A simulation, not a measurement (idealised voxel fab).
process module | voxel wiring stack
cross-section cut | 285 nm wide | cells 5 nm
A cross-section is a grid of square cells, given in bands from the top down. A band is one or more rows of cells.
Each band's line starts with the height of the band's top and of its bottom, in nm. Then come its materials from left to right, each with its width in nm. One material with "throughout" fills the band from edge to edge. "air" is empty space.
Height 0 is the level under which the wafer as received is all one material. The lowest band goes on downwards, as in "0 down".
A width such as "30 to 40" changes by the same amount from each row of cells to the next, from the band's top row to its bottom row.
"no change" after a step means that no cell of the cross-section changed.
closed voids: empty space of 8 cells or more with no open way to the top, each as width x height at its distance from the left edge, in nm
after a step's settings: what the simulator itself notes on the step
overlay nm, on a step with a mask: how far to the right of its planned place the mask lay; to the left if negative
plan
1 op RECEIVE | material Si
2 op CONFORMAL_DEP | material SiO2 | thk nm 15
3 op CONFORMAL_DEP | material SiCN | thk nm 5
4 op DIRECTIONAL_DEP | material SiO2 | thk nm 25
5 op MASKED_ETCH | tone open | mask id METAL_1 | width nm 25 | pitch nm 40 | etch materials SiO2 | depth nm 25 | overlay nm 0
6 op MASKED_ETCH | tone open | mask id METAL_1 | width nm 25 | pitch nm 40 | etch materials SiCN | depth nm 5 | overlay nm 0
7 op CONFORMAL_DEP | material TiN | thk nm 5
8 op FILL_DEP | material Ru | thk nm 10
9 op CMP | height nm 45
10 op EPI | material Ru | thk nm 5
11 op FILL_DEP | material SiCN | thk nm 5
12 op DIRECTIONAL_DEP | material lowk | thk nm 35
13 op MASKED_ETCH | tone open | mask id METAL_2 | width nm 25 | pitch nm 40 | etch materials lowk | depth nm 20 | overlay nm 0
14 op MASKED_ETCH | tone open | mask id METAL_2_HOLES | width nm 15 | pitch nm 80 | etch materials lowk | depth nm 15 | overlay nm 0
15 op MASKED_ETCH | tone open | mask id METAL_2_HOLES | width nm 15 | pitch nm 80 | etch materials SiCN | depth nm 5 | overlay nm -15
16 op CONFORMAL_DEP | material TiN | thk nm 5
17 op FILL_DEP | material Cu | thk nm 5
18 op CMP | height nm 90
19 op CONFORMAL_DEP | material SiCN | thk nm 5
20 op DIRECTIONAL_DEP | material SiO2 | thk nm 10
21 op DIRECTIONAL_DEP | material aC | thk nm 15
22 op PATTERN | tone open | mask id PLUG_2 | material resist | width nm 15 | pitch nm 40 | thk nm 35 | overlay nm 0
23 op DIRECTIONAL_ETCH | etch materials aC | depth nm 15
24 op STRIP | etch materials resist
25 op DIRECTIONAL_ETCH | etch materials SiO2 | depth nm 10
26 op DIRECTIONAL_ETCH | etch materials SiCN | depth nm 5
27 op STRIP | etch materials aC
28 op EPI | material Ru | thk nm 10
29 op EPI | material Ru | thk nm 5
30 op CONFORMAL_DEP | material SiN | thk nm 5
31 op DIRECTIONAL_DEP | material lowk | thk nm 20
32 op DIRECTIONAL_DEP | material aC | thk nm 10
33 op PATTERN | tone open | mask id METAL_3 | material resist | width nm 25 | pitch nm 40 | thk nm 30 | overlay nm 0
34 op DIRECTIONAL_ETCH | etch materials aC | depth nm 10
35 op STRIP | etch materials resist
36 op DIRECTIONAL_ETCH | etch materials lowk | depth nm 20
37 op DIRECTIONAL_ETCH | etch materials SiN | depth nm 5
38 op STRIP | etch materials aC
39 op CONFORMAL_DEP | material TiN | thk nm 5
40 op FILL_DEP | material W | thk nm 10
41 op CMP | height nm 130
42 op CONFORMAL_DEP | material SiCN | thk nm 5
43 op DIRECTIONAL_DEP | material lowk | thk nm 15
44 op DIRECTIONAL_DEP | material aC | thk nm 15
45 op PATTERN | tone open | mask id PLUG_3 | material resist | width nm 15 | pitch nm 80 | thk nm 35 | overlay nm 0
46 op DIRECTIONAL_ETCH | etch materials aC | depth nm 15
47 op STRIP | etch materials resist
48 op DIRECTIONAL_ETCH | etch materials lowk | depth nm 15
49 op DIRECTIONAL_ETCH | etch materials SiCN | depth nm 5
50 op STRIP | etch materials aC
51 op EPI | material Ru | thk nm 10
52 op EPI | material Ru | thk nm 10
53 op DIRECTIONAL_DEP | material TiN | thk nm 5
54 op DIRECTIONAL_DEP | material Ru | thk nm 15
55 op MASKED_ETCH | tone cover | mask id METAL_4 | width nm 25 | pitch nm 40 | etch materials Ru | depth nm 15 | overlay nm 0
56 op MASKED_ETCH | tone cover | mask id METAL_4 | width nm 25 | pitch nm 40 | etch materials TiN | depth nm 5 | overlay nm 0
57 op CONFORMAL_DEP | material SiCN | thk nm 5
58 op FILL_DEP | material lowk | thk nm 10
59 op CMP | height nm 170
60 op CONFORMAL_DEP | material SiCN | thk nm 5
varied across the wafers: overlay nm of step 15. The plan shows the first wafer's value. All wafers start alike
first wafer as received, after step 1
  0 down: Si throughout
  closed voids: none
first wafer at the end, after step 60
  175 to 170: SiCN throughout
  170 to 155: lowk 65 | SiCN 5 | Ru 25 | SiCN 5 | lowk 5 | SiCN 5 | Ru 25 | SiCN 5 | lowk 5 | SiCN 5 | Ru 25 | SiCN 5 | lowk 5 | SiCN 5 | Ru 25 | SiCN 5 | lowk 65
  155 to 150: SiCN 70 | TiN 25 | SiCN 15 | TiN 25 | SiCN 15 | TiN 25 | SiCN 15 | TiN 25 | SiCN 70
  150 to 135: lowk 70 | Ru 15 | lowk 65 | Ru 15 | lowk 120
  135 to 130: SiCN 70 | Ru 15 | SiCN 65 | Ru 15 | SiCN 120
  130 to 110: lowk 70 | TiN 5 | W 15 | TiN 5 | lowk 15 | TiN 5 | W 15 | TiN 5 | lowk 15 | TiN 5 | W 15 | TiN 5 | lowk 15 | TiN 5 | W 15 | TiN 5 | lowk 70
  110 to 105: SiN 70 | TiN 25 | SiN 15 | TiN 25 | SiN 15 | TiN 25 | SiN 15 | TiN 25 | SiN 70
  105 to 95: SiO2 70 | Ru 15 | SiO2 25 | Ru 15 | SiO2 25 | Ru 15 | SiO2 25 | Ru 15 | SiO2 80
  95 to 90: SiCN 70 | Ru 15 | SiCN 25 | Ru 15 | SiCN 25 | Ru 15 | SiCN 25 | Ru 15 | SiCN 80
  90 to 75: lowk 70 | TiN 5 | Cu 15 | TiN 5 | lowk 15 | TiN 5 | Cu 15 | TiN 5 | lowk 15 | TiN 5 | Cu 15 | TiN 5 | lowk 15 | TiN 5 | Cu 15 | TiN 5 | lowk 70
  75 to 70: lowk 70 | TiN 5 | Cu 5 | TiN 15 | lowk 15 | TiN 25 | lowk 15 | TiN 5 | Cu 5 | TiN 15 | lowk 15 | TiN 25 | lowk 70
  70 to 60: lowk 70 | TiN 5 | Cu 5 | TiN 5 | lowk 65 | TiN 5 | Cu 5 | TiN 5 | lowk 120
  60 to 55: lowk 70 | TiN 15 | lowk 65 | TiN 15 | lowk 120
  55 to 50: SiCN throughout
  50 to 45: SiCN 65 | Ru 35 | SiCN 5 | Ru 35 | SiCN 5 | Ru 35 | SiCN 5 | Ru 35 | SiCN 65
  45 to 20: SiO2 70 | TiN 5 | Ru 15 | TiN 5 | SiO2 15 | TiN 5 | Ru 15 | TiN 5 | SiO2 15 | TiN 5 | Ru 15 | TiN 5 | SiO2 15 | TiN 5 | Ru 15 | TiN 5 | SiO2 70
  20 to 15: SiCN 70 | TiN 25 | SiCN 15 | TiN 25 | SiCN 15 | TiN 25 | SiCN 15 | TiN 25 | SiCN 70
  15 to 0: SiO2 throughout
  0 down: Si throughout
  closed voids: none
last wafer at the end
  175 to 170: SiCN throughout
  170 to 155: lowk 65 | SiCN 5 | Ru 25 | SiCN 5 | lowk 5 | SiCN 5 | Ru 25 | SiCN 5 | lowk 5 | SiCN 5 | Ru 25 | SiCN 5 | lowk 5 | SiCN 5 | Ru 25 | SiCN 5 | lowk 65
  155 to 150: SiCN 70 | TiN 25 | SiCN 15 | TiN 25 | SiCN 15 | TiN 25 | SiCN 15 | TiN 25 | SiCN 70
  150 to 135: lowk 70 | Ru 15 | lowk 65 | Ru 15 | lowk 120
  135 to 130: SiCN 70 | Ru 15 | SiCN 65 | Ru 15 | SiCN 120
  130 to 110: lowk 70 | TiN 5 | W 15 | TiN 5 | lowk 15 | TiN 5 | W 15 | TiN 5 | lowk 15 | TiN 5 | W 15 | TiN 5 | lowk 15 | TiN 5 | W 15 | TiN 5 | lowk 70
  110 to 105: SiN 70 | TiN 25 | SiN 15 | TiN 25 | SiN 15 | TiN 25 | SiN 15 | TiN 25 | SiN 70
  105 to 95: SiO2 70 | Ru 15 | SiO2 25 | Ru 15 | SiO2 25 | Ru 15 | SiO2 25 | Ru 15 | SiO2 80
  95 to 90: SiCN 70 | Ru 15 | SiCN 25 | Ru 15 | SiCN 25 | Ru 15 | SiCN 25 | Ru 15 | SiCN 80
  90 to 75: lowk 70 | TiN 5 | Cu 15 | TiN 5 | lowk 15 | TiN 5 | Cu 15 | TiN 5 | lowk 15 | TiN 5 | Cu 15 | TiN 5 | lowk 15 | TiN 5 | Cu 15 | TiN 5 | lowk 70
  75 to 70: lowk 70 | TiN 5 | Cu 5 | TiN 15 | lowk 15 | TiN 25 | lowk 15 | TiN 5 | Cu 5 | TiN 15 | lowk 15 | TiN 25 | lowk 70
  70 to 60: lowk 70 | TiN 5 | Cu 5 | TiN 5 | lowk 65 | TiN 5 | Cu 5 | TiN 5 | lowk 120
  60 to 55: lowk 70 | TiN 15 | lowk 65 | TiN 15 | lowk 120
  55 to 50: SiCN throughout
  50 to 45: SiCN 65 | Ru 35 | SiCN 5 | Ru 35 | SiCN 5 | Ru 35 | SiCN 5 | Ru 35 | SiCN 65
  45 to 20: SiO2 70 | TiN 5 | Ru 15 | TiN 5 | SiO2 15 | TiN 5 | Ru 15 | TiN 5 | SiO2 15 | TiN 5 | Ru 15 | TiN 5 | SiO2 15 | TiN 5 | Ru 15 | TiN 5 | SiO2 70
  20 to 15: SiCN 70 | TiN 25 | SiCN 15 | TiN 25 | SiCN 15 | TiN 25 | SiCN 15 | TiN 25 | SiCN 70
  15 to 0: SiO2 throughout
  0 down: Si throughout
  closed voids: none
each wafer at the end: cells of each material gained (+) or lost (-) since it was received, then its closed voids
overlay nm -15 | +42 Cu | +208 Ru | +337 SiCN | +37 SiN | +446 SiO2 | +188 TiN | +48 W | +689 lowk | closed voids: none
overlay nm -10 | +42 Cu | +208 Ru | +335 SiCN | +37 SiN | +446 SiO2 | +190 TiN | +48 W | +689 lowk | closed voids: none
overlay nm -5 | +42 Cu | +208 Ru | +333 SiCN | +37 SiN | +446 SiO2 | +192 TiN | +48 W | +689 lowk | closed voids: none
overlay nm 0 | +44 Cu | +208 Ru | +331 SiCN | +37 SiN | +446 SiO2 | +192 TiN | +48 W | +689 lowk | closed voids: none
overlay nm 5 | +42 Cu | +208 Ru | +333 SiCN | +37 SiN | +446 SiO2 | +192 TiN | +48 W | +689 lowk | closed voids: none
overlay nm 10 | +42 Cu | +208 Ru | +335 SiCN | +37 SiN | +446 SiO2 | +190 TiN | +48 W | +689 lowk | closed voids: none
overlay nm 15 | +42 Cu | +208 Ru | +337 SiCN | +37 SiN | +446 SiO2 | +188 TiN | +48 W | +689 lowk | closed voids: none
